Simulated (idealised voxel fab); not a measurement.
A process module follows: voxel wiring stack.
Square cells of 5 nm make up the cross-section cut, whose width is 245 nm.
Cross-section format: a grid of square cells, given as bands from top to bottom; each band is one or more rows of cells. Basically the band line says how high the top is and how high the bottom is, in nm, and then what's in it from left to right, every material with its width in nm. Empty space shows up as "air", and if a single material carries "edge to edge" it runs the full band edge to edge. Heights from 0 (as-received wafer is one material below). Bottom band endless downward, as "0 nm and below". When a width is written as two numbers, as in "30 to 40", the first number is the width in the top row of cells of the band and the second is the width in its bottom row, and the width changes by the same amount from each row to the next. Step note "nothing different" = no cross-section cell changed. What "Closed internal cavities" gives you is every empty space of 8 cells or more that is cut off from the top. Each appears as width x height at distance, with the distance taken from the left edge and width, height and distance all in nm. Anything after a step's settings on that line? It's the simulator's own note about the step. You can add "overlay nm" to a step's line. For a step with a mask, it describes how far the mask lay to the right of its planned position, and a negative number describes a lay to the left.
### Process steps (planned)
1: RECEIVE,material Si
2: CONFORMAL_DEP,material SiO2,thk nm 10
3: CONFORMAL_DEP,material SiCN,thk nm 5
4: DIRECTIONAL_DEP,material lowk,thk nm 20
5: PATTERN,tone open,mask id METAL_1,material resist,width nm 25,pitch nm 55,thk nm 20,overlay nm 0
6: DIRECTIONAL_ETCH,etch materials lowk,depth nm 20
7: DIRECTIONAL_ETCH,etch materials SiCN,depth nm 5
8: STRIP,etch materials resist
9: CONFORMAL_DEP,material TiN,thk nm 5
10: FILL_DEP,material W,thk nm 10
11: CMP,height nm 35
12: CONFORMAL_DEP,material SiCN,thk nm 5
13: DIRECTIONAL_DEP,material lowk,thk nm 35
14: PATTERN,tone open,mask id METAL_2,material resist,width nm 25,pitch nm 55,thk nm 15,overlay nm 0
15: DIRECTIONAL_ETCH,etch materials lowk,depth nm 20
16: STRIP,etch materials resist
17: PATTERN,tone open,mask id METAL_2_HOLES,material resist,width nm 15,pitch nm 110,thk nm 20,overlay nm 0
18: DIRECTIONAL_ETCH,etch materials lowk,depth nm 15
19: DIRECTIONAL_ETCH,etch materials SiCN,depth nm 5
20: STRIP,etch materials resist
21: CONFORMAL_DEP,material TiN,thk nm 5
22: FILL_DEP,material Cu,thk nm 5
23: CMP,height nm 75
24: CONFORMAL_DEP,material SiN,thk nm 5
### Run as planned: first of two wafers
### Incoming wafer in cross-section (state: after step 1)
- 0 nm and below | Si edge to edge
- Closed internal cavities: none
### Cross-section of the wafer subsequent to step 2
- 10 nm to 0 nm | SiO2 edge to edge
- below 0: unchanged
### Cross-section of the wafer subsequent to step 3
- 15 nm to 10 nm | SiCN edge to edge
- below 10: unchanged
### Cross-section of the wafer subsequent to step 4
- 35 nm to 15 nm | lowk edge to edge
- below 15: unchanged
### Cross-section of the wafer subsequent to step 5
- 55 nm to 35 nm | resist (25), air (25), resist (30), air (25), resist (30), air (25), resist (30), air (25), resist (30)
- below 35: unchanged
### Cross-section of the wafer subsequent to step 6
- 55 nm to 35 nm | resist (25), air (25), resist (30), air (25), resist (30), air (25), resist (30), air (25), resist (30)
- 35 nm to 15 nm | lowk (25), air (25), lowk (30), air (25), lowk (30), air (25), lowk (30), air (25), lowk (30)
- below 15: unchanged
### Cross-section of the wafer subsequent to step 7
- 55 nm to 35 nm | resist (25), air (25), resist (30), air (25), resist (30), air (25), resist (30), air (25), resist (30)
- 35 nm to 15 nm | lowk (25), air (25), lowk (30), air (25), lowk (30), air (25), lowk (30), air (25), lowk (30)
- 15 nm to 10 nm | SiCN (25), air (25), SiCN (30), air (25), SiCN (30), air (25), SiCN (30), air (25), SiCN (30)
- below 10: unchanged
### Cross-section of the wafer subsequent to step 8
- 35 nm to 15 nm | lowk (25), air (25), lowk (30), air (25), lowk (30), air (25), lowk (30), air (25), lowk (30)
- below 15: unchanged
### Cross-section of the wafer subsequent to step 9
- 40 nm to 35 nm | TiN (30), air (15), TiN (40), air (15), TiN (40), air (15), TiN (40), air (15), TiN (35)
- 35 nm to 15 nm | lowk (25), TiN (5), air (15), TiN (5), lowk (30), TiN (5), air (15), TiN (5), lowk (30), TiN (5), air (15), TiN (5), lowk (30), TiN (5), air (15), TiN (5), lowk (30)
- 15 nm to 10 nm | SiCN (25), TiN (25), SiCN (30), TiN (25), SiCN (30), TiN (25), SiCN (30), TiN (25), SiCN (30)
- below 10: unchanged
### Cross-section of the wafer subsequent to step 10
- 50 nm to 40 nm | W edge to edge
- 40 nm to 35 nm | TiN (30), W (15), TiN (40), W (15), TiN (40), W (15), TiN (40), W (15), TiN (35)
- 35 nm to 15 nm | lowk (25), TiN (5), W (15), TiN (5), lowk (30), TiN (5), W (15), TiN (5), lowk (30), TiN (5), W (15), TiN (5), lowk (30), TiN (5), W (15), TiN (5), lowk (30)
- below 15: unchanged
### Cross-section of the wafer subsequent to step 11
- 35 nm to 15 nm | lowk (25), TiN (5), W (15), TiN (5), lowk (30), TiN (5), W (15), TiN (5), lowk (30), TiN (5), W (15), TiN (5), lowk (30), TiN (5), W (15), TiN (5), lowk (30)
- below 15: unchanged
### Cross-section of the wafer subsequent to step 12
- 40 nm to 35 nm | SiCN edge to edge
- below 35: unchanged
### Cross-section of the wafer subsequent to step 13
- 75 nm to 40 nm | lowk edge to edge
- below 40: unchanged
### Cross-section of the wafer subsequent to step 14
- 90 nm to 75 nm | resist (25), air (25), resist (30), air (25), resist (30), air (25), resist (30), air (25), resist (30)
- below 75: unchanged
### Cross-section of the wafer subsequent to step 15
- 90 nm to 75 nm | resist (25), air (25), resist (30), air (25), resist (30), air (25), resist (30), air (25), resist (30)
- 75 nm to 55 nm | lowk (25), air (25), lowk (30), air (25), lowk (30), air (25), lowk (30), air (25), lowk (30)
- below 55: unchanged
### Cross-section of the wafer subsequent to step 16
- 75 nm to 55 nm | lowk (25), air (25), lowk (30), air (25), lowk (30), air (25), lowk (30), air (25), lowk (30)
- below 55: unchanged
### Cross-section of the wafer subsequent to step 17
- 95 nm to 75 nm | resist (25), air (15), resist (95), air (15), resist (95)
- 75 nm to 55 nm | lowk (25), air (15), resist (10), lowk (30), resist (25), lowk (30), air (15), resist (10), lowk (30), resist (25), lowk (30)
- below 55: unchanged
### Cross-section of the wafer subsequent to step 18
- 95 nm to 75 nm | resist (25), air (15), resist (95), air (15), resist (95)
- 75 nm to 55 nm | lowk (25), air (15), resist (10), lowk (30), resist (25), lowk (30), air (15), resist (10), lowk (30), resist (25), lowk (30)
- 55 nm to 40 nm | lowk (25), air (15), lowk (95), air (15), lowk (95)
- below 40: unchanged
### Cross-section of the wafer subsequent to step 19
- 95 nm to 75 nm | resist (25), air (15), resist (95), air (15), resist (95)
- 75 nm to 55 nm | lowk (25), air (15), resist (10), lowk (30), resist (25), lowk (30), air (15), resist (10), lowk (30), resist (25), lowk (30)
- 55 nm to 40 nm | lowk (25), air (15), lowk (95), air (15), lowk (95)
- 40 nm to 35 nm | SiCN (25), air (15), SiCN (95), air (15), SiCN (95)
- below 35: unchanged
### Cross-section of the wafer subsequent to step 20
- 75 nm to 55 nm | lowk (25), air (25), lowk (30), air (25), lowk (30), air (25), lowk (30), air (25), lowk (30)
- below 55: unchanged
### Cross-section of the wafer subsequent to step 21
- 80 nm to 75 nm | TiN (30), air (15), TiN (40), air (15), TiN (40), air (15), TiN (40), air (15), TiN (35)
- 75 nm to 60 nm | lowk (25), TiN (5), air (15), TiN (5), lowk (30), TiN (5), air (15), TiN (5), lowk (30), TiN (5), air (15), TiN (5), lowk (30), TiN (5), air (15), TiN (5), lowk (30)
- 60 nm to 55 nm | lowk (25), TiN (5), air (5), TiN (15), lowk (30), TiN (25), lowk (30), TiN (5), air (5), TiN (15), lowk (30), TiN (25), lowk (30)
- 55 nm to 40 nm | lowk (25), TiN (5), air (5), TiN (5), lowk (95), TiN (5), air (5), TiN (5), lowk (95)
- 40 nm to 35 nm | SiCN (25), TiN (15), SiCN (95), TiN (15), SiCN (95)
- below 35: unchanged
### Cross-section of the wafer subsequent to step 22
- 85 nm to 80 nm | Cu edge to edge
- 80 nm to 75 nm | TiN (30), Cu (15), TiN (40), Cu (15), TiN (40), Cu (15), TiN (40), Cu (15), TiN (35)
- 75 nm to 60 nm | lowk (25), TiN (5), Cu (15), TiN (5), lowk (30), TiN (5), Cu (15), TiN (5), lowk (30), TiN (5), Cu (15), TiN (5), lowk (30), TiN (5), Cu (15), TiN (5), lowk (30)
- 60 nm to 55 nm | lowk (25), TiN (5), Cu (5), TiN (15), lowk (30), TiN (25), lowk (30), TiN (5), Cu (5), TiN (15), lowk (30), TiN (25), lowk (30)
- 55 nm to 40 nm | lowk (25), TiN (5), Cu (5), TiN (5), lowk (95), TiN (5), Cu (5), TiN (5), lowk (95)
- below 40: unchanged
### Cross-section of the wafer subsequent to step 23
- 75 nm to 60 nm | lowk (25), TiN (5), Cu (15), TiN (5), lowk (30), TiN (5), Cu (15), TiN (5), lowk (30), TiN (5), Cu (15), TiN (5), lowk (30), TiN (5), Cu (15), TiN (5), lowk (30)
- below 60: unchanged
### Cross-section of the wafer subsequent to step 24
- 80 nm to 75 nm | SiN edge to edge
- below 75: unchanged
### Now the other wafer: same start, same recipe, but we messed up one thing when running it. Up to and including step 16 it's the same as the first one
### Cross-section of the second wafer at the time step 17 of the plan should have ended
- 95 nm to 75 nm | resist (30), air (15), resist (95), air (15), resist (90)
- 75 nm to 55 nm | lowk (25), resist (5), air (15), resist (5), lowk (30), resist (25), lowk (30), resist (5), air (15), resist (5), lowk (30), resist (25), lowk (30)
- below 55: unchanged
### Cross-section of the second wafer at the time step 18 of the plan should have ended
- 95 nm to 75 nm | resist (30), air (15), resist (95), air (15), resist (90)
- 75 nm to 55 nm | lowk (25), resist (5), air (15), resist (5), lowk (30), resist (25), lowk (30), resist (5), air (15), resist (5), lowk (30), resist (25), lowk (30)
- 55 nm to 40 nm | lowk (30), air (15), lowk (95), air (15), lowk (90)
- below 40: unchanged
### Cross-section of the second wafer at the time step 19 of the plan should have ended
- 95 nm to 75 nm | resist (30), air (15), resist (95), air (15), resist (90)
- 75 nm to 55 nm | lowk (25), resist (5), air (15), resist (5), lowk (30), resist (25), lowk (30), resist (5), air (15), resist (5), lowk (30), resist (25), lowk (30)
- 55 nm to 40 nm | lowk (30), air (15), lowk (95), air (15), lowk (90)
- 40 nm to 35 nm | SiCN (30), air (15), SiCN (95), air (15), SiCN (90)
- below 35: unchanged
### Cross-section of the second wafer at the time step 20 of the plan should have ended
- 75 nm to 55 nm | lowk (25), air (25), lowk (30), air (25), lowk (30), air (25), lowk (30), air (25), lowk (30)
- below 55: unchanged
### Cross-section of the second wafer at the time step 21 of the plan should have ended
- 80 nm to 75 nm | TiN (30), air (15), TiN (40), air (15), TiN (40), air (15), TiN (40), air (15), TiN (35)
- 75 nm to 60 nm | lowk (25), TiN (5), air (15), TiN (5), lowk (30), TiN (5), air (15), TiN (5), lowk (30), TiN (5), air (15), TiN (5), lowk (30), TiN (5), air (15), TiN (5), lowk (30)
- 60 nm to 55 nm | lowk (25), TiN (10), air (5), TiN (10), lowk (30), TiN (25), lowk (30), TiN (10), air (5), TiN (10), lowk (30), TiN (25), lowk (30)
- 55 nm to 40 nm | lowk (30), TiN (5), air (5), TiN (5), lowk (95), TiN (5), air (5), TiN (5), lowk (90)
- 40 nm to 35 nm | SiCN (30), TiN (15), SiCN (95), TiN (15), SiCN (90)
- below 35: unchanged
### Cross-section of the second wafer at the time step 22 of the plan should have ended
- 85 nm to 80 nm | Cu edge to edge
- 80 nm to 75 nm | TiN (30), Cu (15), TiN (40), Cu (15), TiN (40), Cu (15), TiN (40), Cu (15), TiN (35)
- 75 nm to 60 nm | lowk (25), TiN (5), Cu (15), TiN (5), lowk (30), TiN (5), Cu (15), TiN (5), lowk (30), TiN (5), Cu (15), TiN (5), lowk (30), TiN (5), Cu (15), TiN (5), lowk (30)
- 60 nm to 55 nm | lowk (25), TiN (10), Cu (5), TiN (10), lowk (30), TiN (25), lowk (30), TiN (10), Cu (5), TiN (10), lowk (30), TiN (25), lowk (30)
- 55 nm to 40 nm | lowk (30), TiN (5), Cu (5), TiN (5), lowk (95), TiN (5), Cu (5), TiN (5), lowk (90)
- below 40: unchanged
### Cross-section of the second wafer at the time step 23 of the plan should have ended
- 75 nm to 60 nm | lowk (25), TiN (5), Cu (15), TiN (5), lowk (30), TiN (5), Cu (15), TiN (5), lowk (30), TiN (5), Cu (15), TiN (5), lowk (30), TiN (5), Cu (15), TiN (5), lowk (30)
- below 60: unchanged
### Cross-section of the second wafer at the time step 24 of the plan should have ended
- 80 nm to 75 nm | SiN edge to edge
- below 75: unchanged
Short version of what went wrong: step 17 deviated from plan and actually ran as PATTERN,tone open,mask id METAL_2_HOLES,material resist,width nm 15,pitch nm 110,thk nm 20,overlay nm 5
The concluding comparison shows that, measured in cells, each material is equally abundant on both wafers, albeit at different positions.
